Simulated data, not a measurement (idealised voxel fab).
process module | voxel air gaps
cross-section cut | 210 nm wide | cells 5 nm
A cross-section is a grid of square cells, given in bands from the top down. A band is one or more rows of cells.
Each band's line starts with the height of the band's top and of its bottom, in nm. Then come its materials from left to right, each with its width in nm. One material with "throughout" fills the band from edge to edge. "air" is empty space.
Height 0 is the level under which the wafer as received is all one material. The lowest band goes on downwards, as in "0 down".
A width such as "30 to 40" changes by the same amount from each row of cells to the next, from the band's top row to its bottom row.
"no change" after a step means that no cell of the cross-section changed.
closed voids: empty space of 8 cells or more with no open way to the top, each as width x height at its distance from the left edge, in nm
after a step's settings: what the simulator itself notes on the step
overlay nm, on a step with a mask: how far to the right of its planned place the mask lay; to the left if negative
plan
1 op RECEIVE | material Si
2 op CONFORMAL_DEP | material SiO2 | thk nm 10
3 op CONFORMAL_DEP | material SiCN | thk nm 5
4 op DIRECTIONAL_DEP | material SiO2 | thk nm 35
5 op PATTERN | tone open | mask id LINES | material resist | width nm 15 | pitch nm 40 | thk nm 15 | overlay nm -15
6 op DIRECTIONAL_ETCH | etch materials SiO2 | depth nm 35
7 op STRIP | etch materials resist
8 op CONFORMAL_DEP | material TiN | thk nm 5
9 op FILL_DEP | material Cu | thk nm 10
10 op CMP | height nm 50
11 op EPI | material Ru | thk nm 10
12 op SELECTIVE_ETCH | etch materials SiO2 | depth nm 45
13 op CONFORMAL_DEP | material SiCN | thk nm 5
varied across the wafers: overlay nm of step 5. The plan shows the first wafer's value. All wafers start alike
first wafer as received, after step 1
  0 down: Si throughout
  closed voids: none
first wafer at the end, after step 13
  65 to 60: air 25 | SiCN 125 | air 60
  60 to 50: air 25 | SiCN 5 | Ru 35 | SiCN 5 | Ru 35 | SiCN 5 | Ru 35 | SiCN 5 | air 60
  50 to 45: air 25 | SiCN 15 | TiN 5 | Cu 5 | TiN 5 | SiCN 25 | TiN 5 | Cu 5 | TiN 5 | SiCN 25 | TiN 5 | Cu 5 | TiN 5 | SiCN 15 | air 60
  45 to 20: air 35 | SiCN 5 | TiN 5 | Cu 5 | TiN 5 | SiCN 5 | air 15 | SiCN 5 | TiN 5 | Cu 5 | TiN 5 | SiCN 5 | air 15 | SiCN 5 | TiN 5 | Cu 5 | TiN 5 | SiCN 5 | air 70
  20 to 15: SiCN 40 | TiN 15 | SiCN 25 | TiN 15 | SiCN 25 | TiN 15 | SiCN 75
  15 to 10: SiCN throughout
  10 to 0: SiO2 throughout
  0 down: Si throughout
  closed voids: 15 x 25 at 60; 15 x 25 at 100
last wafer at the end
  65 to 60: air 55 | SiCN 125 | air 30
  60 to 50: air 55 | SiCN 5 | Ru 35 | SiCN 5 | Ru 35 | SiCN 5 | Ru 35 | SiCN 5 | air 30
  50 to 45: air 55 | SiCN 15 | TiN 5 | Cu 5 | TiN 5 | SiCN 25 | TiN 5 | Cu 5 | TiN 5 | SiCN 25 | TiN 5 | Cu 5 | TiN 5 | SiCN 15 | air 30
  45 to 20: air 65 | SiCN 5 | TiN 5 | Cu 5 | TiN 5 | SiCN 5 | air 15 | SiCN 5 | TiN 5 | Cu 5 | TiN 5 | SiCN 5 | air 15 | SiCN 5 | TiN 5 | Cu 5 | TiN 5 | SiCN 5 | air 40
  20 to 15: SiCN 70 | TiN 15 | SiCN 25 | TiN 15 | SiCN 25 | TiN 15 | SiCN 45
  15 to 10: SiCN throughout
  10 to 0: SiO2 throughout
  0 down: Si throughout
  closed voids: 15 x 25 at 90; 15 x 25 at 130
each wafer at the end: cells of each material gained (+) or lost (-) since it was received, then its closed voids
overlay nm -15 | +18 Cu | +42 Ru | +154 SiCN | +84 SiO2 | +45 TiN | closed voids: 15 x 25 at 60; 15 x 25 at 100
overlay nm -10 | +18 Cu | +42 Ru | +154 SiCN | +84 SiO2 | +45 TiN | closed voids: 15 x 25 at 65; 15 x 25 at 105
overlay nm -5 | +18 Cu | +42 Ru | +154 SiCN | +84 SiO2 | +45 TiN | closed voids: 15 x 25 at 70; 15 x 25 at 110
overlay nm 0 | +18 Cu | +42 Ru | +154 SiCN | +84 SiO2 | +45 TiN | closed voids: 15 x 25 at 75; 15 x 25 at 115
overlay nm 5 | +18 Cu | +42 Ru | +154 SiCN | +84 SiO2 | +45 TiN | closed voids: 15 x 25 at 80; 15 x 25 at 120
overlay nm 10 | +18 Cu | +42 Ru | +154 SiCN | +84 SiO2 | +45 TiN | closed voids: 15 x 25 at 85; 15 x 25 at 125
overlay nm 15 | +18 Cu | +42 Ru | +154 SiCN | +84 SiO2 | +45 TiN | closed voids: 15 x 25 at 90; 15 x 25 at 130
